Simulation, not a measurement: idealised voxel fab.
The process module presented herein is designated voxel double patterning.
Section cut is 270 nm wide and gridded with 5 nm square cells.
A cross-section is written here as square cells arranged in a grid, and it is given in bands from the top down, each band taking up one or more rows of cells.
Band entry format. Leading values: height of top, height of bottom, nm. Remainder: materials in left-to-right order, each with its width in nm. Special words: "all across" on a single material, which then fills the band edge to edge; "empty", empty space.
It should be noted that heights are counted from 0, beneath which the wafer as supplied is of one material throughout, and that the lowest band possesses no lower boundary but continues downward, as written in "0 down".
With a width like "30 to 40", each row of cells in the band differs from the next by the same amount, the top row carrying the first number and the bottom row the second.
It should be understood that the words "no modification", when stated for a given step, signify that the cross-section underwent no change in any of its cells during that step.
Closed void list: empty space of 8 cells or more with no open way to the top, each as width x height at its distance from the left edge, in nm
On each step's line, the part that comes after the settings is the simulator's own comment on the step.
What "overlay nm" on a step's line means: if the step has a mask, that mask lay this far to the right of its planned place, or, when the value is negative, to the left.

[The planned process steps are enumerated hereunder]
1: RECEIVE,material Si
2: CONFORMAL_DEP,material SiN,thk nm 5
3: DIRECTIONAL_DEP,material SiO2,thk nm 15
4: DIRECTIONAL_DEP,material SiCN,thk nm 5
5: PATTERN,tone open,mask id FIRST,material resist,width nm 15,pitch nm 50,thk nm 20,overlay nm 0
6: DIRECTIONAL_ETCH,etch materials SiCN,depth nm 5
7: STRIP,etch materials resist
8: PATTERN,tone open,mask id SECOND,material resist,width nm 15,thk nm 20,overlay nm 0
9: DIRECTIONAL_ETCH,etch materials SiCN,depth nm 5
10: STRIP,etch materials resist
11: DIRECTIONAL_ETCH,etch materials SiO2,depth nm 15
12: STRIP,etch materials SiCN

[Shown in cross-section is the wafer as received, that is, as it stands after step 1]
- 0 down | Si all across
- Closed void list: none

[Sectioned view, first of two wafers, at the close of the module, processed as intended in the plan]
- 20 to 5 | 100 nm SiO2; 15 nm empty; 10 nm SiO2; 15 nm empty; 10 nm SiO2; 15 nm empty; 105 nm SiO2
- 5 to 0 | SiN all across
- 0 down | Si all across
- Closed void list: none

[What the second wafer looks like in cross-section once the module is done. Its start and its plan matched the first wafer's exactly; what differed was one mistake in how it was run]
- 20 to 15 | 100 nm SiO2; 15 nm empty; 10 nm SiO2; 15 nm empty; 10 nm SiO2; 15 nm empty; 105 nm SiO2
- 15 to 5 | SiO2 all across
- 5 to 0 | SiN all across
- 0 down | Si all across
- Closed void list: none
Plan not followed: not per plan at step 11, really ran DIRECTIONAL_ETCH,etch materials SiO2,depth nm 5
Bottom line after processing is that, in cells, the second wafer is up or down on some materials versus the first: 18 more of SiO2
